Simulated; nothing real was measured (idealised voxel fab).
process module | voxel ribs on slabs
cross-section cut | 145 nm wide | cells 5 nm
A cross-section is a grid of square cells, given in bands from the top down. A band is one or more rows of cells.
Each band's line starts with the height of the band's top and of its bottom, in nm. Then come its materials from left to right, each with its width in nm. One material with "throughout" fills the band from edge to edge. "air" is empty space.
Height 0 is the level under which the wafer as received is all one material. The lowest band goes on downwards, as in "0 down".
A width such as "30 to 40" changes by the same amount from each row of cells to the next, from the band's top row to its bottom row.
"no change" after a step means that no cell of the cross-section changed.
closed voids: empty space of 8 cells or more with no open way to the top, each as width x height at its distance from the left edge, in nm
after a step's settings: what the simulator itself notes on the step
overlay nm, on a step with a mask: how far to the right of its planned place the mask lay; to the left if negative
plan
1 op RECEIVE | material Si
2 op DIRECTIONAL_DEP | material SiO2 | thk nm 25
3 op DIRECTIONAL_DEP | material SiN | thk nm 20
4 op DIRECTIONAL_DEP | material aC | thk nm 15
5 op PATTERN | tone cover | mask id RIB | material resist | width nm 30 | thk nm 35 | overlay nm -15
6 op DIRECTIONAL_ETCH | etch materials aC | depth nm 15
7 op STRIP | etch materials resist
8 op DIRECTIONAL_ETCH | etch materials SiN | depth nm 5
9 op STRIP | etch materials aC
10 op PATTERN | tone cover | mask id SLAB | material resist | width nm 90 | thk nm 20 | overlay nm 0
11 op DIRECTIONAL_ETCH | etch materials SiN | depth nm 15
12 op STRIP | etch materials resist
13 op FILL_DEP | material SiO2 | thk nm 15
14 op CMP | height nm 55
15 op DIRECTIONAL_DEP | material TiN | thk nm 5
16 op MASKED_ETCH | tone cover | mask id HEATER | width nm 40 | etch materials TiN | depth nm 5 | overlay nm 0
17 op CONFORMAL_DEP | material SiO2 | thk nm 10
varied across the wafers: overlay nm of step 5. The plan shows the first wafer's value. All wafers start alike
first wafer as received, after step 1
  0 down: Si throughout
  closed voids: none
each wafer at the end: cells of each material gained (+) or lost (-) since it was received, then its closed voids
overlay nm -15 | +60 SiN | +321 SiO2 | +8 TiN | closed voids: none
overlay nm -10 | +60 SiN | +321 SiO2 | +8 TiN | closed voids: none
overlay nm -5 | +60 SiN | +321 SiO2 | +8 TiN | closed voids: none
overlay nm 0 | +60 SiN | +321 SiO2 | +8 TiN | closed voids: none
overlay nm 5 | +60 SiN | +321 SiO2 | +8 TiN | closed voids: none
overlay nm 10 | +60 SiN | +321 SiO2 | +8 TiN | closed voids: none
overlay nm 15 | +60 SiN | +321 SiO2 | +8 TiN | closed voids: none
